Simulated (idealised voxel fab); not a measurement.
Proc. module: voxel trench capacitor
Displayed cross-section: cut, width of 245 nm, square cells sized 5 nm.
Just so we're on the same page, the cross-sections are grids of square cells, and they're listed out in bands top to bottom, each band one or more rows deep.
Band entry format. Leading values: height of top, height of bottom, nm. Remainder: materials in left-to-right order, each with its width in nm. Special words: "throughout" on a single material, which then fills the band edge to edge; "empty", empty space.
Note: height 0 marks the level under which the wafer is uniformly one material as received. Lowest band unbounded below, written "top 0, no bottom".
You'd read "30..40" like this: the band's top row of cells is as wide as the first number, its bottom row is as wide as the second, and going down, every row changes width by the same amount as the row before did.
Any step labelled "no change occurred" changed none of the cells in the cross-section.
Under "Enclosed void catalog" you'll find the enclosed gaps, the ones with no way out to the top, that are 8 cells or bigger; each reads width x height at distance, with distance counted from the left edge, everything in nm.
Whatever follows a step's settings on its line is a remark the simulator itself makes about that step.
overlay nm: where the mask lay relative to plan, measured to the right, on steps with a mask; negatives go left.

-- List of planned process steps
1. RECEIVE: material Si
2. CONFORMAL_DEP: material SiN, thk nm 10
3. DIRECTIONAL_DEP: material aC, thk nm 15
4. PATTERN: tone open, mask id TRENCH, material resist, width nm 20, pitch nm 40, thk nm 35, overlay nm 0
5. DIRECTIONAL_ETCH: etch materials aC, depth nm 15
6. STRIP: etch materials resist
7. DIRECTIONAL_ETCH: etch materials SiN, depth nm 10
8. DIRECTIONAL_ETCH: etch materials Si, depth nm 30
9. STRIP: etch materials aC
10. CONFORMAL_DEP: material Al2O3, thk nm 5
11. FILL_DEP: material polySi, thk nm 10
12. CMP: height nm 10

-- First wafer, two in total, run as planned

-- As-received state of the wafer in cross-section, equivalent to post-step 1
> top 0, no bottom | Si throughout
> Enclosed void catalog: none

-- Cross-section of the wafer after step 2
> top 10, bottom 0 | SiN throughout
> Note: structure below 0 unchanged.

-- Cross-section of the wafer after step 3
> top 25, bottom 10 | aC throughout
> Note: structure below 10 unchanged.

-- Cross-section of the wafer after step 4
> top 60, bottom 25 | resist (90); empty (20); resist (20); empty (20); resist (95)
> Note: structure below 25 unchanged.

-- Cross-section of the wafer after step 5
> top 45, bottom 25 | resist (90); empty (20); resist (20); empty (20); resist (95)
> top 25, bottom 10 | aC (90); empty (20); aC (20); empty (20); aC (95)
> Note: structure below 10 unchanged.

-- Cross-section of the wafer after step 6
> top 25, bottom 10 | aC (90); empty (20); aC (20); empty (20); aC (95)
> Note: structure below 10 unchanged.

-- Cross-section of the wafer after step 7
> top 25, bottom 10 | aC (90); empty (20); aC (20); empty (20); aC (95)
> top 10, bottom 0 | SiN (90); empty (20); SiN (20); empty (20); SiN (95)
> Note: structure below 0 unchanged.

-- Cross-section of the wafer after step 8
> top 25, bottom 10 | aC (90); empty (20); aC (20); empty (20); aC (95)
> top 10, bottom 0 | SiN (90); empty (20); SiN (20); empty (20); SiN (95)
> top 0, bottom -30 | Si (90); empty (20); Si (20); empty (20); Si (95)
> Note: structure below -30 unchanged.

-- Cross-section of the wafer after step 9
> top 10, bottom 0 | SiN (90); empty (20); SiN (20); empty (20); SiN (95)
> Note: structure below 0 unchanged.

-- Cross-section of the wafer after step 10
> top 15, bottom 10 | Al2O3 (95); empty (10); Al2O3 (30); empty (10); Al2O3 (100)
> top 10, bottom 0 | SiN (90); Al2O3 (5); empty (10); Al2O3 (5); SiN (20); Al2O3 (5); empty (10); Al2O3 (5); SiN (95)
> top 0, bottom -25 | Si (90); Al2O3 (5); empty (10); Al2O3 (5); Si (20); Al2O3 (5); empty (10); Al2O3 (5); Si (95)
> top -25, bottom -30 | Si (90); Al2O3 (20); Si (20); Al2O3 (20); Si (95)
> Note: structure below -30 unchanged.

-- Cross-section of the wafer after step 11
> top 25, bottom 15 | polySi throughout
> top 15, bottom 10 | Al2O3 (95); polySi (10); Al2O3 (30); polySi (10); Al2O3 (100)
> top 10, bottom 0 | SiN (90); Al2O3 (5); polySi (10); Al2O3 (5); SiN (20); Al2O3 (5); polySi (10); Al2O3 (5); SiN (95)
> top 0, bottom -25 | Si (90); Al2O3 (5); polySi (10); Al2O3 (5); Si (20); Al2O3 (5); polySi (10); Al2O3 (5); Si (95)
> Note: structure below -25 unchanged.

-- Cross-section of the wafer after step 12
> top 10, bottom 0 | SiN (90); Al2O3 (5); polySi (10); Al2O3 (5); SiN (20); Al2O3 (5); polySi (10); Al2O3 (5); SiN (95)
> Note: structure below 0 unchanged.

-- Wafer two: like wafer one in start and plan, but with one mistake in execution; identical up to and including step 3

-- Second wafer, section view, time point: scheduled end of step 4
> top 60, bottom 25 | resist (95); empty (15); resist (25); empty (15); resist (95)
> Note: structure below 25 unchanged.

-- Second wafer, section view, time point: scheduled end of step 5
> top 45, bottom 25 | resist (95); empty (15); resist (25); empty (15); resist (95)
> top 25, bottom 10 | aC (95); empty (15); aC (25); empty (15); aC (95)
> Note: structure below 10 unchanged.

-- Second wafer, section view, time point: scheduled end of step 6
> top 25, bottom 10 | aC (95); empty (15); aC (25); empty (15); aC (95)
> Note: structure below 10 unchanged.

-- Second wafer, section view, time point: scheduled end of step 7
> top 25, bottom 10 | aC (95); empty (15); aC (25); empty (15); aC (95)
> top 10, bottom 0 | SiN (95); empty (15); SiN (25); empty (15); SiN (95)
> Note: structure below 0 unchanged.

-- Second wafer, section view, time point: scheduled end of step 8
> top 25, bottom 10 | aC (95); empty (15); aC (25); empty (15); aC (95)
> top 10, bottom 0 | SiN (95); empty (15); SiN (25); empty (15); SiN (95)
> top 0, bottom -30 | Si (95); empty (15); Si (25); empty (15); Si (95)
> Note: structure below -30 unchanged.

-- Second wafer, section view, time point: scheduled end of step 9
> top 10, bottom 0 | SiN (95); empty (15); SiN (25); empty (15); SiN (95)
> Note: structure below 0 unchanged.

-- Second wafer, section view, time point: scheduled end of step 10
> top 15, bottom 10 | Al2O3 (100); empty (5); Al2O3 (35); empty (5); Al2O3 (100)
> top 10, bottom 0 | SiN (95); Al2O3 (5); empty (5); Al2O3 (5); SiN (25); Al2O3 (5); empty (5); Al2O3 (5); SiN (95)
> top 0, bottom -25 | Si (95); Al2O3 (5); empty (5); Al2O3 (5); Si (25); Al2O3 (5); empty (5); Al2O3 (5); Si (95)
> top -25, bottom -30 | Si (95); Al2O3 (15); Si (25); Al2O3 (15); Si (95)
> Note: structure below -30 unchanged.

-- Second wafer, section view, time point: scheduled end of step 11
> top 25, bottom 15 | polySi throughout
> top 15, bottom 10 | Al2O3 (100); polySi (5); Al2O3 (35); polySi (5); Al2O3 (100)
> top 10, bottom 0 | SiN (95); Al2O3 (5); polySi (5); Al2O3 (5); SiN (25); Al2O3 (5); polySi (5); Al2O3 (5); SiN (95)
> top 0, bottom -25 | Si (95); Al2O3 (5); polySi (5); Al2O3 (5); Si (25); Al2O3 (5); polySi (5); Al2O3 (5); Si (95)
> Note: structure below -25 unchanged.

-- Second wafer, section view, time point: scheduled end of step 12
> top 10, bottom 0 | SiN (95); Al2O3 (5); polySi (5); Al2O3 (5); SiN (25); Al2O3 (5); polySi (5); Al2O3 (5); SiN (95)
> Note: structure below 0 unchanged.
What was done differently from what was planned? in deviation from the planned setting, step 4 was conducted as PATTERN: tone open, mask id TRENCH, material resist, width nm 15, pitch nm 40, thk nm 35, overlay nm 0
Final difference in cells, second wafer against first, listed per material as more or fewer: 2 fewer of Al2O3 | 12 more of Si | 4 more of SiN | 14 fewer of polySi
